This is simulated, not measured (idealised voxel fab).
A process module follows: voxel gate over fins.
265 nm wide, 5 nm square cells: that's cross-section cut.
Cross-sections here: square-cell grids, written as top-down lists of bands, a band being one or more rows of cells.
Band entry format. Leading values: height of top, height of bottom, nm. Remainder: materials in left-to-right order, each with its width in nm. Special words: "all across" on a single material, which then fills the band edge to edge; "empty", empty space.
A quick word on heights: they are counted from 0, and under that level the wafer as it came to us is one material throughout. The lowest band is different from the rest in having no bottom; it simply continues downward, written as in "0 nm and below".
The notation "30->40" denotes a width that varies across the rows of cells in the band, beginning at the first number in the top row, finishing at the second number in the bottom row, and changing by an identical amount from each row to the next.
When a step is marked "no modifications", none of the cells in the cross-section changed during that step.
"Closed void roster" means: voids of 8 cells or more that are shut off from the top with no open way through. Written width x height at distance, distance from the left edge, in nm.
Step line, after settings: the simulator's comment on this step.
"overlay nm" answers the question of how far to the right of plan the mask lay on a step that has a mask, and when it is negative the answer is to the left.
# Planned process steps
1 RECEIVE with material Si
2 CONFORMAL_DEP with material SiN, thk nm 10
3 MASKED_ETCH with tone cover, mask id FINS, width nm 15, pitch nm 45, etch materials SiN, depth nm 10, overlay nm 0
4 MASKED_ETCH with tone cover, mask id FINS, width nm 15, pitch nm 45, etch materials Si, depth nm 30, overlay nm 0
5 OXIDIZE with depth nm 5
6 FILL_DEP with material SiO2, thk nm 5
7 CMP with height nm 10
8 SELECTIVE_ETCH with etch materials SiO2, depth nm 25
9 STRIP with etch materials SiN
10 CONFORMAL_DEP with material HfO2, thk nm 5
11 CONFORMAL_DEP with material TiN, thk nm 5
12 CONFORMAL_DEP with material TiAl, thk nm 5
13 CONFORMAL_DEP with material TiN, thk nm 5
14 FILL_DEP with material W, thk nm 10
15 CMP with height nm 25
16 CONFORMAL_DEP with material SiCN, thk nm 10
# As-received state of the wafer in cross-section, equivalent to post-step 1
    0 nm and below = Si all across
    Closed void roster: none
# Run as planned - first of the two wafers cross-sectioned at the end of the module
    35 nm to 25 nm = SiCN all across
    25 nm to 20 nm = W all across
    20 nm to 15 nm = W 40 nm / TiN 180 nm / W 45 nm
    15 nm to 10 nm = W 40 nm / TiN 5 nm / TiAl 35 nm / TiN 10 nm / TiAl 35 nm / TiN 10 nm / TiAl 35 nm / TiN 10 nm / TiAl 35 nm / TiN 5 nm / W 45 nm
    10 nm to 5 nm = W 40 nm / TiN 5 nm / TiAl 5 nm / TiN 25 nm / TiAl 5 nm / TiN 10 nm / TiAl 5 nm / TiN 25 nm / TiAl 5 nm / TiN 10 nm / TiAl 5 nm / TiN 25 nm / TiAl 5 nm / TiN 10 nm / TiAl 5 nm / TiN 25 nm / TiAl 5 nm / TiN 5 nm / W 45 nm
    5 nm to 0 nm = TiN 45 nm / TiAl 5 nm / TiN 5 nm / HfO2 15 nm / TiN 5 nm / TiAl 5 nm / TiN 10 nm / TiAl 5 nm / TiN 5 nm / HfO2 15 nm / TiN 5 nm / TiAl 5 nm / TiN 10 nm / TiAl 5 nm / TiN 5 nm / HfO2 15 nm / TiN 5 nm / TiAl 5 nm / TiN 10 nm / TiAl 5 nm / TiN 5 nm / HfO2 15 nm / TiN 5 nm / TiAl 5 nm / TiN 50 nm
    0 nm to -5 nm = TiAl 50 nm / TiN 5 nm / HfO2 5 nm / Si 5 nm / HfO2 5 nm / TiN 5 nm / TiAl 20 nm / TiN 5 nm / HfO2 5 nm / Si 5 nm / HfO2 5 nm / TiN 5 nm / TiAl 20 nm / TiN 5 nm / HfO2 5 nm / Si 5 nm / HfO2 5 nm / TiN 5 nm / TiAl 20 nm / TiN 5 nm / HfO2 5 nm / Si 5 nm / HfO2 5 nm / TiN 5 nm / TiAl 55 nm
    -5 nm to -10 nm = TiN 55 nm / HfO2 5 nm / Si 5 nm / HfO2 5 nm / TiN 30 nm / HfO2 5 nm / Si 5 nm / HfO2 5 nm / TiN 30 nm / HfO2 5 nm / Si 5 nm / HfO2 5 nm / TiN 30 nm / HfO2 5 nm / Si 5 nm / HfO2 5 nm / TiN 60 nm
    -10 nm to -15 nm = HfO2 60 nm / Si 5 nm / HfO2 40 nm / Si 5 nm / HfO2 40 nm / Si 5 nm / HfO2 40 nm / Si 5 nm / HfO2 65 nm
    -15 nm to -35 nm = SiO2 60 nm / Si 5 nm / SiO2 40 nm / Si 5 nm / SiO2 40 nm / Si 5 nm / SiO2 40 nm / Si 5 nm / SiO2 65 nm
    -35 nm and below = Si all across
    Closed void roster: none
# Wafer two (of two), end-of-module cross-section: start = wafer one, plan = wafer one, one run mistake
    35 nm to 25 nm = SiCN all across
    25 nm to 20 nm = W all across
    20 nm to 15 nm = W 40 nm / TiN 185 nm / W 40 nm
    15 nm to 10 nm = W 40 nm / TiN 5 nm / TiAl 40 nm / TiN 5 nm / TiAl 40 nm / TiN 5 nm / TiAl 40 nm / TiN 5 nm / TiAl 40 nm / TiN 5 nm / W 40 nm
    10 nm to 5 nm = W 40 nm / TiN 5 nm / TiAl 5 nm / TiN 30 nm / TiAl 5 nm / TiN 5 nm / TiAl 5 nm / TiN 30 nm / TiAl 5 nm / TiN 5 nm / TiAl 5 nm / TiN 30 nm / TiAl 5 nm / TiN 5 nm / TiAl 5 nm / TiN 30 nm / TiAl 5 nm / TiN 5 nm / W 40 nm
    5 nm to 0 nm = TiN 45 nm / TiAl 5 nm / TiN 5 nm / HfO2 20 nm / TiN 5 nm / TiAl 5 nm / TiN 5 nm / TiAl 5 nm / TiN 5 nm / HfO2 20 nm / TiN 5 nm / TiAl 5 nm / TiN 5 nm / TiAl 5 nm / TiN 5 nm / HfO2 20 nm / TiN 5 nm / TiAl 5 nm / TiN 5 nm / TiAl 5 nm / TiN 5 nm / HfO2 20 nm / TiN 5 nm / TiAl 5 nm / TiN 45 nm
    0 nm to -5 nm = TiAl 50 nm / TiN 5 nm / HfO2 5 nm / Si 10 nm / HfO2 5 nm / TiN 5 nm / TiAl 15 nm / TiN 5 nm / HfO2 5 nm / Si 10 nm / HfO2 5 nm / TiN 5 nm / TiAl 15 nm / TiN 5 nm / HfO2 5 nm / Si 10 nm / HfO2 5 nm / TiN 5 nm / TiAl 15 nm / TiN 5 nm / HfO2 5 nm / Si 10 nm / HfO2 5 nm / TiN 5 nm / TiAl 50 nm
    -5 nm to -10 nm = TiN 55 nm / HfO2 5 nm / Si 10 nm / HfO2 5 nm / TiN 25 nm / HfO2 5 nm / Si 10 nm / HfO2 5 nm / TiN 25 nm / HfO2 5 nm / Si 10 nm / HfO2 5 nm / TiN 25 nm / HfO2 5 nm / Si 10 nm / HfO2 5 nm / TiN 55 nm
    -10 nm to -15 nm = HfO2 60 nm / Si 10 nm / HfO2 35 nm / Si 10 nm / HfO2 35 nm / Si 10 nm / HfO2 35 nm / Si 10 nm / HfO2 60 nm
    -15 nm to -35 nm = SiO2 60 nm / Si 10 nm / SiO2 35 nm / Si 10 nm / SiO2 35 nm / Si 10 nm / SiO2 35 nm / Si 10 nm / SiO2 60 nm
    -35 nm and below = Si all across
    Closed void roster: none
Want to know what went wrong? off-plan run, step 3, actual operation and settings MASKED_ETCH with tone cover, mask id FINS, width nm 20, pitch nm 45, etch materials SiN, depth nm 10, overlay nm 0
Final difference in cells, second wafer against first, listed per material as more or fewer: +28 Si; -16 SiO2; -9 TiN; -3 W
